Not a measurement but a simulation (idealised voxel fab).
The following is a process module called voxel fin reveal.
FYI the section here is cut, 215 nm wide, cells are 5 nm squares.
Just so we're on the same page, the cross-sections are grids of square cells, and they're listed out in bands top to bottom, each band one or more rows deep. Heads up on the band format: heights come first, top then bottom, in nm. After that it's the materials left to right, each with its width in nm. A single material flagged "everywhere" fills the whole band edge to edge, and "air" means there's empty space there. Counting heights begins at 0, where everything beneath is, in the wafer as received, one material. The lowest band has no bottom; it goes on downwards, as "0 -> down" shows. Graded width ("30..40"): value in top row of band = first number; value in bottom row = second number; row-to-row change constant. You'll sometimes find "remains unaltered" written for a step, and that's the way of saying that nowhere in the cross-section did a cell change during that step. This entry, "Unvented voids", enumerates those empty regions of no fewer than 8 cells that possess no open connection to the top. Each region is reported in the form width x height at distance, the distance being taken from the left edge, with all three quantities expressed in nm. Where a step's line continues beyond its settings, the continuation is a remark by the simulator itself on that step. For masked steps, "overlay nm" on the step line gives how far right of plan the mask actually lay; a minus sign means it lay to the left.
## Process steps (planned)
step 1: RECEIVE,material Si
step 2: CONFORMAL_DEP,material SiN,thk nm 10
step 3: MASKED_ETCH,tone cover,mask id FINS,width nm 15,pitch nm 35,etch materials SiN,depth nm 10,overlay nm 0
step 4: MASKED_ETCH,tone cover,mask id FINS,width nm 15,pitch nm 35,etch materials Si,depth nm 35,overlay nm 0
step 5: FILL_DEP,material SiO2,thk nm 10
step 6: CMP,height nm 0
step 7: SELECTIVE_ETCH,etch materials SiO2,depth nm 20
step 8: STRIP,etch materials SiN
step 9: CONFORMAL_DEP,material SiO2,thk nm 5
Split variable: height nm, step 6. Plan value = first wafer. Wafers start alike.
## The first of several wafers, as received after step 1, seen in section
    0 -> down  Si everywhere
    Unvented voids: none
## End-of-module cross-section, first of several wafers, after last step 9
    5 -> 0  air 75 nm; SiO2 25 nm; air 10 nm; SiO2 25 nm; air 80 nm
    0 -> -15  air 75 nm; SiO2 5 nm; Si 15 nm; SiO2 5 nm; air 10 nm; SiO2 5 nm; Si 15 nm; SiO2 5 nm; air 80 nm
    -15 -> -35  SiO2 80 nm; Si 15 nm; SiO2 20 nm; Si 15 nm; SiO2 85 nm
    -35 -> down  Si everywhere
    Unvented voids: none
## Cross-sectional depiction of the last of several wafers upon completion of the module
    5 -> 0  SiO2 everywhere
    0 -> -35  SiO2 80 nm; Si 15 nm; SiO2 20 nm; Si 15 nm; SiO2 85 nm
    -35 -> down  Si everywhere
    Unvented voids: none
## Every row in this table is a wafer at the end of the module, and it gives, for each of the materials, the cells that wafer has gained (+) or lost (-) since it was received, then its closed voids
height nm 0, -259 Si, +170 SiO2, Unvented voids: none
height nm 5, -259 Si, +203 SiO2, Unvented voids: none
height nm 10, -259 Si, +236 SiO2, Unvented voids: none
height nm 15, -259 Si, +269 SiO2, Unvented voids: none
height nm 20, -259 Si, +302 SiO2, Unvented voids: none
